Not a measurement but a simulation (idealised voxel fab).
Module name: voxel wiring stack (process module)
It is cross-section cut that appears here, measuring 240 nm in width, its square cells being 5 nm in size.
How to read a cross-section here: the picture is a grid of square cells, written as bands going from the top down, and any band can span one or more rows of cells. Top, bottom (nm), then materials left to right with widths (nm); lone material tagged "throughout" fills the whole band edge to edge; "air" = empty space. It should be noted that heights are counted from 0, beneath which the wafer as supplied is of one material throughout, and that the lowest band possesses no lower boundary but continues downward, as written in "0 nm and below". When a width is written as two numbers, as in "30..40", the first number is the width in the top row of cells of the band and the second is the width in its bottom row, and the width changes by the same amount from each row to the next. The cross-section has no changed cell in any step marked "left unchanged". In "Sealed void inventory" the enclosed voids are listed, meaning empty spaces of 8 cells or larger without any opening to the top. The form is width x height at distance, distance from the left edge, units nm. Formally, on a step line, whatever follows the settings is a remark that the simulator itself makes on the step. overlay nm: step with mask; distance mask lay right of planned place; negative value = left of planned place.

Steps planned for the process
1,RECEIVE (material Si)
2,CONFORMAL_DEP (material SiO2; thk nm 15)
3,CONFORMAL_DEP (material SiCN; thk nm 5)
4,DIRECTIONAL_DEP (material lowk; thk nm 20)
5,PATTERN (tone open; mask id METAL_1; material resist; width nm 20; pitch nm 45; thk nm 15; overlay nm 0)
6,DIRECTIONAL_ETCH (etch materials lowk; depth nm 20)
7,DIRECTIONAL_ETCH (etch materials SiCN; depth nm 5)
8,STRIP (etch materials resist)
9,CONFORMAL_DEP (material TiN; thk nm 5)
10,FILL_DEP (material Cu; thk nm 10)
11,CMP (height nm 40)
12,EPI (material Ru; thk nm 5)
13,FILL_DEP (material SiCN; thk nm 5)
14,DIRECTIONAL_DEP (material SiO2; thk nm 25)
15,MASKED_ETCH (tone open; mask id METAL_2; width nm 20; pitch nm 45; etch materials SiO2; depth nm 15; overlay nm 0)
16,PATTERN (tone open; mask id METAL_2_HOLES; material resist; width nm 15; pitch nm 45; thk nm 20; overlay nm 0)
17,DIRECTIONAL_ETCH (etch materials SiO2; depth nm 10)
18,DIRECTIONAL_ETCH (etch materials SiCN; depth nm 5)
19,STRIP (etch materials resist)
20,CONFORMAL_DEP (material TiN; thk nm 5)
21,FILL_DEP (material Cu; thk nm 10)
22,CMP (height nm 75)
23,CONFORMAL_DEP (material SiCN; thk nm 5)
24,DIRECTIONAL_DEP (material SiO2; thk nm 30)
25,PATTERN (tone open; mask id METAL_3; material resist; width nm 20; pitch nm 45; thk nm 20; overlay nm 0)
26,DIRECTIONAL_ETCH (etch materials SiO2; depth nm 20)
27,STRIP (etch materials resist)
28,MASKED_ETCH (tone open; mask id METAL_3_HOLES; width nm 15; pitch nm 45; etch materials SiO2; depth nm 10; overlay nm 0)
29,MASKED_ETCH (tone open; mask id METAL_3_HOLES; width nm 15; pitch nm 45; etch materials SiCN; depth nm 5; overlay nm 0)
30,CONFORMAL_DEP (material TiN; thk nm 5)
31,FILL_DEP (material Cu; thk nm 10)
32,CMP (height nm 110)
33,CONFORMAL_DEP (material SiCN; thk nm 5)

So this is the incoming wafer in cross-section - it's already been through step 1
> 0 nm and below  Si throughout
> Sealed void inventory: none

Cross-sectional result after module completion. Note: starting condition and plan are unchanged from above; one processing mistake was made
> 115 nm to 110 nm  SiCN throughout
> 110 nm to 95 nm  SiO2 65 nm, then TiN 5 nm, then Cu 10 nm, then TiN 5 nm, then SiO2 25 nm, then TiN 5 nm, then Cu 10 nm, then TiN 5 nm, then SiO2 25 nm, then TiN 5 nm, then Cu 10 nm, then TiN 5 nm, then SiO2 65 nm
> 95 nm to 90 nm  SiO2 65 nm, then TiN 5 nm, then Cu 5 nm, then TiN 10 nm, then SiO2 25 nm, then TiN 5 nm, then Cu 5 nm, then TiN 10 nm, then SiO2 25 nm, then TiN 5 nm, then Cu 5 nm, then TiN 10 nm, then SiO2 65 nm
> 90 nm to 80 nm  SiO2 65 nm, then TiN 5 nm, then Cu 5 nm, then TiN 5 nm, then SiO2 30 nm, then TiN 5 nm, then Cu 5 nm, then TiN 5 nm, then SiO2 30 nm, then TiN 5 nm, then Cu 5 nm, then TiN 5 nm, then SiO2 70 nm
> 80 nm to 75 nm  SiCN 65 nm, then TiN 15 nm, then SiCN 30 nm, then TiN 15 nm, then SiCN 30 nm, then TiN 15 nm, then SiCN 70 nm
> 75 nm to 60 nm  SiO2 65 nm, then TiN 5 nm, then Cu 10 nm, then TiN 5 nm, then SiO2 25 nm, then TiN 5 nm, then Cu 10 nm, then TiN 5 nm, then SiO2 25 nm, then TiN 5 nm, then Cu 10 nm, then TiN 5 nm, then SiO2 65 nm
> 60 nm to 50 nm  SiO2 65 nm, then TiN 5 nm, then Cu 5 nm, then TiN 10..5 nm, then SiO2 25..30 nm, then TiN 5 nm, then Cu 5 nm, then TiN 10..5 nm, then SiO2 25..30 nm, then TiN 5 nm, then Cu 5 nm, then TiN 10..5 nm, then SiO2 65..70 nm
> 50 nm to 45 nm  SiCN 65 nm, then TiN 15 nm, then SiCN 30 nm, then TiN 15 nm, then SiCN 30 nm, then TiN 15 nm, then SiCN 70 nm
> 45 nm to 40 nm  SiCN 60 nm, then Ru 30 nm, then SiCN 15 nm, then Ru 30 nm, then SiCN 15 nm, then Ru 30 nm, then SiCN 60 nm
> 40 nm to 20 nm  lowk 65 nm, then TiN 5 nm, then Cu 10 nm, then TiN 5 nm, then lowk 25 nm, then TiN 5 nm, then Cu 10 nm, then TiN 5 nm, then lowk 25 nm, then TiN 5 nm, then Cu 10 nm, then TiN 5 nm, then lowk 65 nm
> 20 nm to 15 nm  SiCN 65 nm, then TiN 20 nm, then SiCN 25 nm, then TiN 20 nm, then SiCN 25 nm, then TiN 20 nm, then SiCN 65 nm
> 15 nm to 0 nm  SiO2 throughout
> 0 nm and below  Si throughout
> Sealed void inventory: none
In executing the process, a mistake was made relative to the plan: rather than as planned, step 15 actually ran as MASKED_ETCH (tone open; mask id METAL_2; width nm 20; pitch nm 45; etch materials SiO2; depth nm 20; overlay nm 0)
